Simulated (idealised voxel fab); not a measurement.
Process module under the name voxel wiring stack
Xsec cut, 265 nm wide, square cell size 5 nm.
In this document a cross-section is written as a grid of square cells. It is given as a series of bands, listed from the top down, and a band is one or more rows of cells. For a band, the entry starts with two heights in nm, that of the top and then that of the bottom, and carries on with the band's materials in order from left to right, each alongside its width in nm; the word "throughout" beside a single material means it fills the band edge to edge, and "blank" means empty space. Counting heights begins at 0, where everything beneath is, in the wafer as received, one material. The lowest band has no bottom; it goes on downwards, as "0 nm and below" shows. Read "30..40" as a graded width: first number on top, second number at the bottom, same change between each pair of neighbouring rows. The cross-section has no changed cell in any step marked "all unchanged". The entry titled "Enclosed internal cavities" provides the empty spaces that have no open way to the top, restricted to those of 8 cells or more. Each is presented as width x height at distance, the distance being measured from the left edge, with all three in nm. On a step's line, text after the settings is the simulator commenting on that step. A step line may carry the setting "overlay nm", which, for steps involving a mask, states the distance by which the mask lay to the right of its intended position; negative values denote displacement to the left.
[Process steps - plan]
1. RECEIVE, material Si
2. CONFORMAL_DEP, material SiO2, thk nm 15
3. CONFORMAL_DEP, material SiN, thk nm 5
4. DIRECTIONAL_DEP, material lowk, thk nm 25
5. DIRECTIONAL_DEP, material aC, thk nm 10
6. PATTERN, tone open, mask id METAL_1, material resist, width nm 25, pitch nm 45, thk nm 25, overlay nm 0
7. DIRECTIONAL_ETCH, etch materials aC, depth nm 10
8. STRIP, etch materials resist
9. DIRECTIONAL_ETCH, etch materials lowk, depth nm 25
10. DIRECTIONAL_ETCH, etch materials SiN, depth nm 5
11. STRIP, etch materials aC
12. CONFORMAL_DEP, material TiN, thk nm 5
13. FILL_DEP, material Cu, thk nm 10
14. CMP, height nm 45
15. CONFORMAL_DEP, material SiCN, thk nm 5
16. DIRECTIONAL_DEP, material SiO2, thk nm 10
17. DIRECTIONAL_DEP, material aC, thk nm 10
18. PATTERN, tone open, mask id PLUG_1, material resist, width nm 15, thk nm 25, overlay nm 0
19. DIRECTIONAL_ETCH, etch materials aC, depth nm 10
20. STRIP, etch materials resist
21. DIRECTIONAL_ETCH, etch materials SiO2, depth nm 10
22. DIRECTIONAL_ETCH, etch materials SiCN, depth nm 5
23. STRIP, etch materials aC
24. CONFORMAL_DEP, material TiN, thk nm 5
25. FILL_DEP, material Ru, thk nm 10
26. CMP, height nm 60
27. CONFORMAL_DEP, material SiN, thk nm 5
28. DIRECTIONAL_DEP, material SiO2, thk nm 15
29. MASKED_ETCH, tone open, mask id METAL_2, width nm 25, pitch nm 45, etch materials SiO2, depth nm 15, overlay nm 0
30. MASKED_ETCH, tone open, mask id METAL_2, width nm 25, pitch nm 45, etch materials SiN, depth nm 5, overlay nm 0
31. CONFORMAL_DEP, material TiN, thk nm 5
32. FILL_DEP, material W, thk nm 10
33. CMP, height nm 80
34. CONFORMAL_DEP, material SiCN, thk nm 5
35. DIRECTIONAL_DEP, material lowk, thk nm 20
36. MASKED_ETCH, tone open, mask id PLUG_2, width nm 15, pitch nm 45, etch materials lowk, depth nm 20, overlay nm 0
37. MASKED_ETCH, tone open, mask id PLUG_2, width nm 15, pitch nm 45, etch materials SiCN, depth nm 5, overlay nm 0
38. CONFORMAL_DEP, material TiN, thk nm 5
39. FILL_DEP, material W, thk nm 10
40. CMP, height nm 105
41. CONFORMAL_DEP, material SiN, thk nm 5
42. DIRECTIONAL_DEP, material SiO2, thk nm 20
43. DIRECTIONAL_DEP, material aC, thk nm 15
44. PATTERN, tone open, mask id METAL_3, material resist, width nm 25, pitch nm 45, thk nm 30, overlay nm 0
45. DIRECTIONAL_ETCH, etch materials aC, depth nm 15
46. STRIP, etch materials resist
47. DIRECTIONAL_ETCH, etch materials SiO2, depth nm 20
48. DIRECTIONAL_ETCH, etch materials SiN, depth nm 5
49. STRIP, etch materials aC
50. CONFORMAL_DEP, material TiN, thk nm 5
51. FILL_DEP, material W, thk nm 10
52. CMP, height nm 130
53. EPI, material Ru, thk nm 5
54. FILL_DEP, material SiCN, thk nm 5
[Cross-section of the wafer upon arrival, representing the state reached after step 1]
- 0 nm and below  Si throughout
- Enclosed internal cavities: none
[Look at the cross-section after the module: the wafer started out the way shown above and the plan was the one shown above, yet one mistake was made along the way]
- 140 nm to 135 nm  SiCN throughout
- 135 nm to 130 nm  Ru throughout
- 130 nm to 125 nm  W throughout
- 125 nm to 120 nm  100 of TiN  15 of W  30 of TiN  15 of W  105 of TiN
- 120 nm to 110 nm  95 of SiO2  5 of TiN  15 of W  5 of TiN  20 of SiO2  5 of TiN  15 of W  5 of TiN  100 of SiO2
- 110 nm to 105 nm  95 of SiN  25 of TiN  20 of SiN  25 of TiN  100 of SiN
- 105 nm to 85 nm  95 of lowk  5 of TiN  5 of W  5 of TiN  30 of lowk  5 of TiN  5 of W  5 of TiN  110 of lowk
- 85 nm to 80 nm  95 of SiCN  15 of TiN  30 of SiCN  15 of TiN  110 of SiCN
- 80 nm to 65 nm  95 of SiO2  5 of TiN  15 of W  5 of TiN  20 of SiO2  5 of TiN  15 of W  5 of TiN  100 of SiO2
- 65 nm to 60 nm  95 of SiN  25 of TiN  20 of SiN  25 of TiN  100 of SiN
- 60 nm to 50 nm  95 of SiO2  5 of TiN  5 of Ru  5 of TiN  155 of SiO2
- 50 nm to 45 nm  95 of SiCN  15 of TiN  155 of SiCN
- 45 nm to 20 nm  95 of lowk  5 of TiN  15 of Cu  5 of TiN  20 of lowk  5 of TiN  15 of Cu  5 of TiN  100 of lowk
- 20 nm to 15 nm  95 of SiN  25 of TiN  20 of SiN  25 of TiN  100 of SiN
- 15 nm to 0 nm  SiO2 throughout
- 0 nm and below  Si throughout
- Enclosed internal cavities: none
Want to know what went wrong? step 42, actual vs plan mismatch, actual run DIRECTIONAL_DEP, material SiO2, thk nm 10
